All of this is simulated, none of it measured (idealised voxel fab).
Process module heading - voxel air gaps
The figure presents cross-section cut, which has a width of 280 nm and is divided into square cells with an edge length of 5 nm.
Cross-section layout: square cells on a grid; listed as bands, top to bottom; a band spans one or more cell rows.
Band: top height; bottom height; in nm. Then, left to right: material with width in nm, for each material. "all across": a single material spanning edge to edge. "empty": empty space.
Heights are expressed relative to 0, this being the level below which the as-received wafer comprises one material exclusively. The lowest band is unbounded in the downward direction and is denoted as in "0 nm and below".
Quick explanation for "30..40": the width changes in equal steps down the rows of cells, from the first number in the band's top row to the second number in its bottom row.
Given "no alterations made" for a step, no cell of the cross-section differs between before and after that step.
Under "Entrapped voids" you'll find the enclosed gaps, the ones with no way out to the top, that are 8 cells or bigger; each reads width x height at distance, with distance counted from the left edge, everything in nm.
It should be noted that, on the line of a given step, the content following the step's settings is a remark produced by the simulator itself with respect to that step.
What "overlay nm" on a step's line means: if the step has a mask, that mask lay this far to the right of its planned place, or, when the value is negative, to the left.

-- These are the steps we planned for the process
1 RECEIVE, material Si
2 CONFORMAL_DEP, material SiO2, thk nm 10
3 CONFORMAL_DEP, material SiCN, thk nm 5
4 DIRECTIONAL_DEP, material SiO2, thk nm 35
5 MASKED_ETCH, tone open, mask id LINES, width nm 25, pitch nm 50, etch materials SiO2, depth nm 35, overlay nm 0
6 CONFORMAL_DEP, material TiN, thk nm 5
7 FILL_DEP, material Cu, thk nm 10
8 CMP, height nm 50
9 EPI, material Ru, thk nm 10
10 SELECTIVE_ETCH, etch materials SiO2, depth nm 45
11 CONFORMAL_DEP, material SiCN, thk nm 5

-- first wafer, as planned

-- Wafer at receipt (post step 1), cross-section
0 nm and below: Si all across
Entrapped voids: none

-- You're looking at a cross-section of the wafer after step 2
10 nm to 0 nm: SiO2 all across
Unchanged below 0.

-- You're looking at a cross-section of the wafer after step 3
15 nm to 10 nm: SiCN all across
Unchanged below 10.

-- You're looking at a cross-section of the wafer after step 4
50 nm to 15 nm: SiO2 all across
Unchanged below 15.

-- You're looking at a cross-section of the wafer after step 5
50 nm to 15 nm: 50 nm SiO2, 25 nm empty, 25 nm SiO2, 25 nm empty, 25 nm SiO2, 25 nm empty, 25 nm SiO2, 25 nm empty, 55 nm SiO2
Unchanged below 15.

-- You're looking at a cross-section of the wafer after step 6
55 nm to 50 nm: 55 nm TiN, 15 nm empty, 35 nm TiN, 15 nm empty, 35 nm TiN, 15 nm empty, 35 nm TiN, 15 nm empty, 60 nm TiN
50 nm to 20 nm: 50 nm SiO2, 5 nm TiN, 15 nm empty, 5 nm TiN, 25 nm SiO2, 5 nm TiN, 15 nm empty, 5 nm TiN, 25 nm SiO2, 5 nm TiN, 15 nm empty, 5 nm TiN, 25 nm SiO2, 5 nm TiN, 15 nm empty, 5 nm TiN, 55 nm SiO2
20 nm to 15 nm: 50 nm SiO2, 25 nm TiN, 25 nm SiO2, 25 nm TiN, 25 nm SiO2, 25 nm TiN, 25 nm SiO2, 25 nm TiN, 55 nm SiO2
Unchanged below 15.

-- You're looking at a cross-section of the wafer after step 7
65 nm to 55 nm: Cu all across
55 nm to 50 nm: 55 nm TiN, 15 nm Cu, 35 nm TiN, 15 nm Cu, 35 nm TiN, 15 nm Cu, 35 nm TiN, 15 nm Cu, 60 nm TiN
50 nm to 20 nm: 50 nm SiO2, 5 nm TiN, 15 nm Cu, 5 nm TiN, 25 nm SiO2, 5 nm TiN, 15 nm Cu, 5 nm TiN, 25 nm SiO2, 5 nm TiN, 15 nm Cu, 5 nm TiN, 25 nm SiO2, 5 nm TiN, 15 nm Cu, 5 nm TiN, 55 nm SiO2
Unchanged below 20.

-- You're looking at a cross-section of the wafer after step 8
50 nm to 20 nm: 50 nm SiO2, 5 nm TiN, 15 nm Cu, 5 nm TiN, 25 nm SiO2, 5 nm TiN, 15 nm Cu, 5 nm TiN, 25 nm SiO2, 5 nm TiN, 15 nm Cu, 5 nm TiN, 25 nm SiO2, 5 nm TiN, 15 nm Cu, 5 nm TiN, 55 nm SiO2
Unchanged below 20.

-- You're looking at a cross-section of the wafer after step 9
60 nm to 50 nm: 40 nm empty, 45 nm Ru, 5 nm empty, 45 nm Ru, 5 nm empty, 45 nm Ru, 5 nm empty, 45 nm Ru, 45 nm empty
Unchanged below 50.

-- You're looking at a cross-section of the wafer after step 10
60 nm to 50 nm: 40 nm empty, 45 nm Ru, 5 nm empty, 45 nm Ru, 5 nm empty, 45 nm Ru, 5 nm empty, 45 nm Ru, 45 nm empty
50 nm to 20 nm: 50 nm empty, 5 nm TiN, 15 nm Cu, 5 nm TiN, 25 nm empty, 5 nm TiN, 15 nm Cu, 5 nm TiN, 25 nm empty, 5 nm TiN, 15 nm Cu, 5 nm TiN, 25 nm empty, 5 nm TiN, 15 nm Cu, 5 nm TiN, 55 nm empty
20 nm to 15 nm: 50 nm empty, 25 nm TiN, 25 nm empty, 25 nm TiN, 25 nm empty, 25 nm TiN, 25 nm empty, 25 nm TiN, 55 nm empty
Unchanged below 15.

-- You're looking at a cross-section of the wafer after step 11
65 nm to 60 nm: 35 nm empty, 205 nm SiCN, 40 nm empty
60 nm to 50 nm: 35 nm empty, 5 nm SiCN, 45 nm Ru, 5 nm SiCN, 45 nm Ru, 5 nm SiCN, 45 nm Ru, 5 nm SiCN, 45 nm Ru, 5 nm SiCN, 40 nm empty
50 nm to 45 nm: 35 nm empty, 15 nm SiCN, 5 nm TiN, 15 nm Cu, 5 nm TiN, 25 nm SiCN, 5 nm TiN, 15 nm Cu, 5 nm TiN, 25 nm SiCN, 5 nm TiN, 15 nm Cu, 5 nm TiN, 25 nm SiCN, 5 nm TiN, 15 nm Cu, 5 nm TiN, 15 nm SiCN, 40 nm empty
45 nm to 20 nm: 45 nm empty, 5 nm SiCN, 5 nm TiN, 15 nm Cu, 5 nm TiN, 5 nm SiCN, 15 nm empty, 5 nm SiCN, 5 nm TiN, 15 nm Cu, 5 nm TiN, 5 nm SiCN, 15 nm empty, 5 nm SiCN, 5 nm TiN, 15 nm Cu, 5 nm TiN, 5 nm SiCN, 15 nm empty, 5 nm SiCN, 5 nm TiN, 15 nm Cu, 5 nm TiN, 5 nm SiCN, 50 nm empty
20 nm to 15 nm: 50 nm SiCN, 25 nm TiN, 25 nm SiCN, 25 nm TiN, 25 nm SiCN, 25 nm TiN, 25 nm SiCN, 25 nm TiN, 55 nm SiCN
Unchanged below 15.
Entrapped voids: 15 x 25 at 80; 15 x 25 at 130; 15 x 25 at 180

-- Wafer two. Same start, same plan, one slip in execution. Same as wafer one through step 7, inclusive

-- Here is the second wafer in cross-section at the point where step 8 of the plan should have been done
55 nm to 50 nm: 55 nm TiN, 15 nm Cu, 35 nm TiN, 15 nm Cu, 35 nm TiN, 15 nm Cu, 35 nm TiN, 15 nm Cu, 60 nm TiN
Unchanged below 50.

-- Here is the second wafer in cross-section at the point where step 9 of the plan should have been done
65 nm to 55 nm: Ru all across
Unchanged below 55.

Here is the second wafer in cross-section at the point where step 10 of the plan should have been done: no alterations made

-- Here is the second wafer in cross-section at the point where step 11 of the plan should have been done
70 nm to 65 nm: SiCN all across
Unchanged below 65.
Deviation noted in wafer processing: step 8 was run on a setting that differed from the plan, and what really ran there is CMP, height nm 55
Count the cells at the end and the second wafer has more or fewer of some materials than the first: Cu +12 | Ru +40 | SiCN -92 | SiO2 +252 | TiN +44
End state: 3 closed voids on the first wafer, 0 on the second.
